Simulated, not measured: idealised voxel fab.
This section sets out a process module, namely voxel self aligned contacts.
Pictured: cross-section cut, 290 nm wide, on a grid of 5 nm square cells.
Throughout this document, each cross-section is represented as a grid of square cells and is presented as a sequence of bands enumerated from the top downward, where a band comprises one or more rows of cells.
Top height, bottom height, nm. Materials left to right, width each, nm. Single material + "full width" = fills band edge to edge. "blank" = empty.
It should be noted that heights are counted from 0, beneath which the wafer as supplied is of one material throughout, and that the lowest band possesses no lower boundary but continues downward, as written in "from 0 down".
A width such as "30..40" changes by the same amount from each row of cells to the next, from the band's top row to its bottom row.
Any step labelled "no modifications" changed none of the cells in the cross-section.
Look at "Completely sealed voids" for the closed voids: empty spaces with no open path to the top, sized 8 cells or up. Each is width x height at distance, distance from the left edge, all nm.
It should be noted that, on the line of a given step, the content following the step's settings is a remark produced by the simulator itself with respect to that step.
A step's line can hold "overlay nm"; with a mask on that step, the setting says how far right of the planned place the mask lay, while a negative setting says it lay to the left.
The following list gives the planned process steps
1: RECEIVE,material Si
2: OXIDIZE,depth nm 5
3: DIRECTIONAL_DEP,material polySi,thk nm 25
4: DIRECTIONAL_DEP,material SiN,thk nm 20
5: DIRECTIONAL_DEP,material aC,thk nm 10
6: PATTERN,tone cover,mask id GATE,material resist,width nm 25,pitch nm 60,thk nm 25,overlay nm 0
7: DIRECTIONAL_ETCH,etch materials aC,depth nm 10
8: STRIP,etch materials resist
9: DIRECTIONAL_ETCH,etch materials SiN,depth nm 20
10: DIRECTIONAL_ETCH,etch materials polySi,depth nm 25
11: STRIP,etch materials aC
12: CONFORMAL_DEP,material SiN,thk nm 10
13: DIRECTIONAL_ETCH,etch materials SiN,depth nm 10
14: FILL_DEP,material SiO2,thk nm 20
15: CMP,height nm 55
16: MASKED_ETCH,tone open,mask id CONTACT,width nm 45,etch materials SiO2,depth nm 60,overlay nm 0
17: CONFORMAL_DEP,material TiN,thk nm 5
18: FILL_DEP,material Ru,thk nm 10
19: CMP,height nm 55
20: CONFORMAL_DEP,material SiN,thk nm 5
First out of two wafers; run went to plan
As received (post step 1): cross-section
	from 0 down = Si full width
	Completely sealed voids: none
Cross-sectional representation of the wafer at the conclusion of step 2
	from 0 to -5 = SiO2 full width
	below -5: unchanged
Cross-sectional representation of the wafer at the conclusion of step 3
	from 25 to 0 = polySi full width
	below 0: unchanged
Cross-sectional representation of the wafer at the conclusion of step 4
	from 45 to 25 = SiN full width
	below 25: unchanged
Cross-sectional representation of the wafer at the conclusion of step 5
	from 55 to 45 = aC full width
	below 45: unchanged
Cross-sectional representation of the wafer at the conclusion of step 6
	from 80 to 55 = 100 nm blank; 25 nm resist; 35 nm blank; 25 nm resist; 105 nm blank
	below 55: unchanged
Cross-sectional representation of the wafer at the conclusion of step 7
	from 70 to 55 = 100 nm blank; 25 nm resist; 35 nm blank; 25 nm resist; 105 nm blank
	from 55 to 45 = 100 nm blank; 25 nm aC; 35 nm blank; 25 nm aC; 105 nm blank
	below 45: unchanged
Cross-sectional representation of the wafer at the conclusion of step 8
	from 55 to 45 = 100 nm blank; 25 nm aC; 35 nm blank; 25 nm aC; 105 nm blank
	below 45: unchanged
Cross-sectional representation of the wafer at the conclusion of step 9
	from 55 to 45 = 100 nm blank; 25 nm aC; 35 nm blank; 25 nm aC; 105 nm blank
	from 45 to 25 = 100 nm blank; 25 nm SiN; 35 nm blank; 25 nm SiN; 105 nm blank
	below 25: unchanged
Cross-sectional representation of the wafer at the conclusion of step 10
	from 55 to 45 = 100 nm blank; 25 nm aC; 35 nm blank; 25 nm aC; 105 nm blank
	from 45 to 25 = 100 nm blank; 25 nm SiN; 35 nm blank; 25 nm SiN; 105 nm blank
	from 25 to 0 = 100 nm blank; 25 nm polySi; 35 nm blank; 25 nm polySi; 105 nm blank
	below 0: unchanged
Cross-sectional representation of the wafer at the conclusion of step 11
	from 45 to 25 = 100 nm blank; 25 nm SiN; 35 nm blank; 25 nm SiN; 105 nm blank
	below 25: unchanged
Cross-sectional representation of the wafer at the conclusion of step 12
	from 55 to 25 = 90 nm blank; 45 nm SiN; 15 nm blank; 45 nm SiN; 95 nm blank
	from 25 to 10 = 90 nm blank; 10 nm SiN; 25 nm polySi; 10 nm SiN; 15 nm blank; 10 nm SiN; 25 nm polySi; 10 nm SiN; 95 nm blank
	from 10 to 0 = 100 nm SiN; 25 nm polySi; 35 nm SiN; 25 nm polySi; 105 nm SiN
	below 0: unchanged
Cross-sectional representation of the wafer at the conclusion of step 13
	from 45 to 25 = 90 nm blank; 45 nm SiN; 15 nm blank; 45 nm SiN; 95 nm blank
	from 25 to 0 = 90 nm blank; 10 nm SiN; 25 nm polySi; 10 nm SiN; 15 nm blank; 10 nm SiN; 25 nm polySi; 10 nm SiN; 95 nm blank
	below 0: unchanged
Cross-sectional representation of the wafer at the conclusion of step 14
	from 65 to 45 = SiO2 full width
	from 45 to 25 = 90 nm SiO2; 45 nm SiN; 15 nm SiO2; 45 nm SiN; 95 nm SiO2
	from 25 to 0 = 90 nm SiO2; 10 nm SiN; 25 nm polySi; 10 nm SiN; 15 nm SiO2; 10 nm SiN; 25 nm polySi; 10 nm SiN; 95 nm SiO2
	below 0: unchanged
Cross-sectional representation of the wafer at the conclusion of step 15
	from 55 to 45 = SiO2 full width
	below 45: unchanged
Cross-sectional representation of the wafer at the conclusion of step 16
	from 55 to 45 = 120 nm SiO2; 45 nm blank; 125 nm SiO2
	from 45 to 25 = 90 nm SiO2; 45 nm SiN; 15 nm blank; 45 nm SiN; 95 nm SiO2
	from 25 to 0 = 90 nm SiO2; 10 nm SiN; 25 nm polySi; 10 nm SiN; 15 nm blank; 10 nm SiN; 25 nm polySi; 10 nm SiN; 95 nm SiO2
	from 0 to -5 = 135 nm SiO2; 15 nm blank; 140 nm SiO2
	below -5: unchanged
Cross-sectional representation of the wafer at the conclusion of step 17
	from 60 to 55 = 125 nm TiN; 35 nm blank; 130 nm TiN
	from 55 to 45 = 120 nm SiO2; 5..20 nm TiN; 35..5 nm blank; 5..20 nm TiN; 125 nm SiO2
	from 45 to 25 = 90 nm SiO2; 45 nm SiN; 5 nm TiN; 5 nm blank; 5 nm TiN; 45 nm SiN; 95 nm SiO2
	from 25 to 0 = 90 nm SiO2; 10 nm SiN; 25 nm polySi; 10 nm SiN; 5 nm TiN; 5 nm blank; 5 nm TiN; 10 nm SiN; 25 nm polySi; 10 nm SiN; 95 nm SiO2
	from 0 to -5 = 135 nm SiO2; 15 nm TiN; 140 nm SiO2
	below -5: unchanged
Cross-sectional representation of the wafer at the conclusion of step 18
	from 70 to 60 = Ru full width
	from 60 to 55 = 125 nm TiN; 35 nm Ru; 130 nm TiN
	from 55 to 45 = 120 nm SiO2; 5..20 nm TiN; 35..5 nm Ru; 5..20 nm TiN; 125 nm SiO2
	from 45 to 25 = 90 nm SiO2; 45 nm SiN; 5 nm TiN; 5 nm Ru; 5 nm TiN; 45 nm SiN; 95 nm SiO2
	from 25 to 0 = 90 nm SiO2; 10 nm SiN; 25 nm polySi; 10 nm SiN; 5 nm TiN; 5 nm Ru; 5 nm TiN; 10 nm SiN; 25 nm polySi; 10 nm SiN; 95 nm SiO2
	below 0: unchanged
Cross-sectional representation of the wafer at the conclusion of step 19
	from 55 to 45 = 120 nm SiO2; 5..20 nm TiN; 35..5 nm Ru; 5..20 nm TiN; 125 nm SiO2
	below 45: unchanged
Cross-sectional representation of the wafer at the conclusion of step 20
	from 60 to 55 = SiN full width
	below 55: unchanged
Second wafer, same starting conditions and recipe as the first, one mistake in executing it, nothing differs from the first up to and including step 15
Second wafer cross-section, taken as of the time the plan sets for step 16 to be done
	from 55 to 45 = 115 nm SiO2; 55 nm blank; 120 nm SiO2
	from 45 to 25 = 90 nm SiO2; 45 nm SiN; 15 nm blank; 45 nm SiN; 95 nm SiO2
	from 25 to 0 = 90 nm SiO2; 10 nm SiN; 25 nm polySi; 10 nm SiN; 15 nm blank; 10 nm SiN; 25 nm polySi; 10 nm SiN; 95 nm SiO2
	from 0 to -5 = 135 nm SiO2; 15 nm blank; 140 nm SiO2
	below -5: unchanged
Second wafer cross-section, taken as of the time the plan sets for step 17 to be done
	from 60 to 55 = 120 nm TiN; 45 nm blank; 125 nm TiN
	from 55 to 45 = 115 nm SiO2; 5..25 nm TiN; 45..5 nm blank; 5..25 nm TiN; 120 nm SiO2
	from 45 to 25 = 90 nm SiO2; 45 nm SiN; 5 nm TiN; 5 nm blank; 5 nm TiN; 45 nm SiN; 95 nm SiO2
	from 25 to 0 = 90 nm SiO2; 10 nm SiN; 25 nm polySi; 10 nm SiN; 5 nm TiN; 5 nm blank; 5 nm TiN; 10 nm SiN; 25 nm polySi; 10 nm SiN; 95 nm SiO2
	from 0 to -5 = 135 nm SiO2; 15 nm TiN; 140 nm SiO2
	below -5: unchanged
Second wafer cross-section, taken as of the time the plan sets for step 18 to be done
	from 70 to 60 = Ru full width
	from 60 to 55 = 120 nm TiN; 45 nm Ru; 125 nm TiN
	from 55 to 45 = 115 nm SiO2; 5..25 nm TiN; 45..5 nm Ru; 5..25 nm TiN; 120 nm SiO2
	from 45 to 25 = 90 nm SiO2; 45 nm SiN; 5 nm TiN; 5 nm Ru; 5 nm TiN; 45 nm SiN; 95 nm SiO2
	from 25 to 0 = 90 nm SiO2; 10 nm SiN; 25 nm polySi; 10 nm SiN; 5 nm TiN; 5 nm Ru; 5 nm TiN; 10 nm SiN; 25 nm polySi; 10 nm SiN; 95 nm SiO2
	below 0: unchanged
Second wafer cross-section, taken as of the time the plan sets for step 19 to be done
	from 55 to 45 = 115 nm SiO2; 5..25 nm TiN; 45..5 nm Ru; 5..25 nm TiN; 120 nm SiO2
	below 45: unchanged
Second wafer cross-section, taken as of the time the plan sets for step 20 to be done
	from 60 to 55 = SiN full width
	below 55: unchanged
Here's what went sideways: contrary to plan, step 16 was performed as MASKED_ETCH,tone open,mask id CONTACT,width nm 55,etch materials SiO2,depth nm 60,overlay nm 0
It is noted that, at the conclusion of processing, the second wafer exhibits a higher or lower cell count for certain materials relative to the first: +2 Ru; -4 SiO2; +2 TiN
